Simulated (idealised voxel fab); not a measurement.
Herein follows the process module entitled voxel quadruple lines.
Each square cell in cross-section cut measures 5 nm, and the section as a whole is 205 nm wide.
Cross-section spec: square-cell grid; bands listed top down; each band is one or more rows. Read a band's entry like this: the first values are the height of its top and the height of its bottom in nm, and what follows is the sequence of materials from left to right, each with its width in nm. Note that "blank" is empty space, and that a single material marked "throughout" reaches across the band from edge to edge. The level at which height equals 0 is the one under which the wafer, as it arrives, is entirely one material. No lower edge exists for the bottom band, which continues downward and is notated as in "0 -> down". Think of "30 to 40" as a width that walks from the first number to the second as you go down the band, top row to bottom row, taking equal-sized steps from row to row. You'll sometimes find "nothing altered" written for a step, and that's the way of saying that nowhere in the cross-section did a cell change during that step. You'll see "Entrapped void list" listing empty spaces that have no way open to the top, as long as they're 8 cells or more; the notation is width x height at distance, where the distance is from the left edge, and all of it is in nm. It should be noted that, on the line of a given step, the content following the step's settings is a remark produced by the simulator itself with respect to that step. Steps that use a mask can have "overlay nm" on their line. It says how far the mask sat to the right of where it was meant to be. Negative means to the left.
**Here's what the planned process steps look like**
1,RECEIVE (material Si)
2,CONFORMAL_DEP (material Al2O3; thk nm 5)
3,DIRECTIONAL_DEP (material Ru; thk nm 15)
4,DIRECTIONAL_DEP (material polySi; thk nm 15)
5,DIRECTIONAL_DEP (material aC; thk nm 25)
6,PATTERN (tone cover; mask id MANDREL; material resist; width nm 30; thk nm 30; overlay nm 0)
7,DIRECTIONAL_ETCH (etch materials aC; depth nm 25)
8,STRIP (etch materials resist)
9,CONFORMAL_DEP (material SiO2; thk nm 10)
10,DIRECTIONAL_ETCH (etch materials SiO2; depth nm 10)
11,STRIP (etch materials aC)
12,DIRECTIONAL_ETCH (etch materials polySi; depth nm 15)
13,STRIP (etch materials SiO2)
14,CONFORMAL_DEP (material SiCN; thk nm 10)
15,DIRECTIONAL_ETCH (etch materials SiCN; depth nm 10)
16,STRIP (etch materials polySi)
17,DIRECTIONAL_ETCH (etch materials Ru; depth nm 15)
18,STRIP (etch materials SiCN)
19,FILL_DEP (material lowk; thk nm 10)
20,CMP (height nm 20)
**First of two wafers: run as planned**
**Incoming wafer in cross-section (state: after step 1)**
  0 -> down: Si throughout
  Entrapped void list: none
**Cross-section of the wafer subsequent to step 2**
  5 -> 0: Al2O3 throughout
  Unchanged below 0.
**Cross-section of the wafer subsequent to step 3**
  20 -> 5: Ru throughout
  Unchanged below 5.
**Cross-section of the wafer subsequent to step 4**
  35 -> 20: polySi throughout
  Unchanged below 20.
**Cross-section of the wafer subsequent to step 5**
  60 -> 35: aC throughout
  Unchanged below 35.
**Cross-section of the wafer subsequent to step 6**
  90 -> 60: blank 85, then resist 30, then blank 90
  Unchanged below 60.
**Cross-section of the wafer subsequent to step 7**
  65 -> 60: blank 85, then resist 30, then blank 90
  60 -> 35: blank 85, then aC 30, then blank 90
  Unchanged below 35.
**Cross-section of the wafer subsequent to step 8**
  60 -> 35: blank 85, then aC 30, then blank 90
  Unchanged below 35.
**Cross-section of the wafer subsequent to step 9**
  70 -> 60: blank 75, then SiO2 50, then blank 80
  60 -> 45: blank 75, then SiO2 10, then aC 30, then SiO2 10, then blank 80
  45 -> 35: SiO2 85, then aC 30, then SiO2 90
  Unchanged below 35.
**Cross-section of the wafer subsequent to step 10**
  60 -> 35: blank 75, then SiO2 10, then aC 30, then SiO2 10, then blank 80
  Unchanged below 35.
**Cross-section of the wafer subsequent to step 11**
  60 -> 35: blank 75, then SiO2 10, then blank 30, then SiO2 10, then blank 80
  Unchanged below 35.
**Cross-section of the wafer subsequent to step 12**
  60 -> 35: blank 75, then SiO2 10, then blank 30, then SiO2 10, then blank 80
  35 -> 20: blank 75, then polySi 10, then blank 30, then polySi 10, then blank 80
  Unchanged below 20.
**Cross-section of the wafer subsequent to step 13**
  35 -> 20: blank 75, then polySi 10, then blank 30, then polySi 10, then blank 80
  Unchanged below 20.
**Cross-section of the wafer subsequent to step 14**
  45 -> 35: blank 65, then SiCN 30, then blank 10, then SiCN 30, then blank 70
  35 -> 30: blank 65, then SiCN 10, then polySi 10, then SiCN 10, then blank 10, then SiCN 10, then polySi 10, then SiCN 10, then blank 70
  30 -> 20: SiCN 75, then polySi 10, then SiCN 30, then polySi 10, then SiCN 80
  Unchanged below 20.
**Cross-section of the wafer subsequent to step 15**
  35 -> 20: blank 65, then SiCN 10, then polySi 10, then SiCN 10, then blank 10, then SiCN 10, then polySi 10, then SiCN 10, then blank 70
  Unchanged below 20.
**Cross-section of the wafer subsequent to step 16**
  35 -> 20: blank 65, then SiCN 10, then blank 10, then SiCN 10, then blank 10, then SiCN 10, then blank 10, then SiCN 10, then blank 70
  Unchanged below 20.
**Cross-section of the wafer subsequent to step 17**
  35 -> 20: blank 65, then SiCN 10, then blank 10, then SiCN 10, then blank 10, then SiCN 10, then blank 10, then SiCN 10, then blank 70
  20 -> 5: blank 65, then Ru 10, then blank 10, then Ru 10, then blank 10, then Ru 10, then blank 10, then Ru 10, then blank 70
  Unchanged below 5.
**Cross-section of the wafer subsequent to step 18**
  20 -> 5: blank 65, then Ru 10, then blank 10, then Ru 10, then blank 10, then Ru 10, then blank 10, then Ru 10, then blank 70
  Unchanged below 5.
**Cross-section of the wafer subsequent to step 19**
  30 -> 20: lowk throughout
  20 -> 5: lowk 65, then Ru 10, then lowk 10, then Ru 10, then lowk 10, then Ru 10, then lowk 10, then Ru 10, then lowk 70
  Unchanged below 5.
**Cross-section of the wafer subsequent to step 20**
  20 -> 5: lowk 65, then Ru 10, then lowk 10, then Ru 10, then lowk 10, then Ru 10, then lowk 10, then Ru 10, then lowk 70
  Unchanged below 5.
**It is to be noted that the second wafer proceeded from the same initial state and according to the same plan as the first, although one mistake was committed in its execution; through step 5, inclusive, the two wafers share an identical history**
**when step 6 should have ended**
  90 -> 60: resist 85, then blank 30, then resist 90
  Unchanged below 60.
**when step 7 should have ended**
  65 -> 60: resist 85, then blank 30, then resist 90
  60 -> 35: aC 85, then blank 30, then aC 90
  Unchanged below 35.
**when step 8 should have ended**
  60 -> 35: aC 85, then blank 30, then aC 90
  Unchanged below 35.
**when step 9 should have ended**
  70 -> 60: SiO2 95, then blank 10, then SiO2 100
  60 -> 45: aC 85, then SiO2 10, then blank 10, then SiO2 10, then aC 90
  45 -> 35: aC 85, then SiO2 30, then aC 90
  Unchanged below 35.
**when step 10 should have ended**
  60 -> 35: aC 85, then SiO2 10, then blank 10, then SiO2 10, then aC 90
  Unchanged below 35.
**when step 11 should have ended**
  60 -> 35: blank 85, then SiO2 10, then blank 10, then SiO2 10, then blank 90
  Unchanged below 35.
**when step 12 should have ended**
  60 -> 35: blank 85, then SiO2 10, then blank 10, then SiO2 10, then blank 90
  35 -> 20: blank 85, then polySi 10, then blank 10, then polySi 10, then blank 90
  Unchanged below 20.
**when step 13 should have ended**
  35 -> 20: blank 85, then polySi 10, then blank 10, then polySi 10, then blank 90
  Unchanged below 20.
**when step 14 should have ended**
  45 -> 35: blank 75, then SiCN 50, then blank 80
  35 -> 30: blank 75, then SiCN 10, then polySi 10, then SiCN 10, then polySi 10, then SiCN 10, then blank 80
  30 -> 20: SiCN 85, then polySi 10, then SiCN 10, then polySi 10, then SiCN 90
  Unchanged below 20.
**when step 15 should have ended**
  35 -> 20: blank 75, then SiCN 10, then polySi 10, then SiCN 10, then polySi 10, then SiCN 10, then blank 80
  Unchanged below 20.
**when step 16 should have ended**
  35 -> 20: blank 75, then SiCN 10, then blank 10, then SiCN 10, then blank 10, then SiCN 10, then blank 80
  Unchanged below 20.
**when step 17 should have ended**
  35 -> 20: blank 75, then SiCN 10, then blank 10, then SiCN 10, then blank 10, then SiCN 10, then blank 80
  20 -> 5: blank 75, then Ru 10, then blank 10, then Ru 10, then blank 10, then Ru 10, then blank 80
  Unchanged below 5.
**when step 18 should have ended**
  20 -> 5: blank 75, then Ru 10, then blank 10, then Ru 10, then blank 10, then Ru 10, then blank 80
  Unchanged below 5.
**when step 19 should have ended**
  30 -> 20: lowk throughout
  20 -> 5: lowk 75, then Ru 10, then lowk 10, then Ru 10, then lowk 10, then Ru 10, then lowk 80
  Unchanged below 5.
**when step 20 should have ended**
  20 -> 5: lowk 75, then Ru 10, then lowk 10, then Ru 10, then lowk 10, then Ru 10, then lowk 80
  Unchanged below 5.
It is concluded that the wafer was processed incorrectly with respect to the plan, in that step 6 deviated from plan and actually ran as PATTERN (tone open; mask id MANDREL; material resist; width nm 30; thk nm 30; overlay nm 0)
Wafer comparison, final, in cells, second relative to first, materials more or fewer: Ru -6; lowk +6
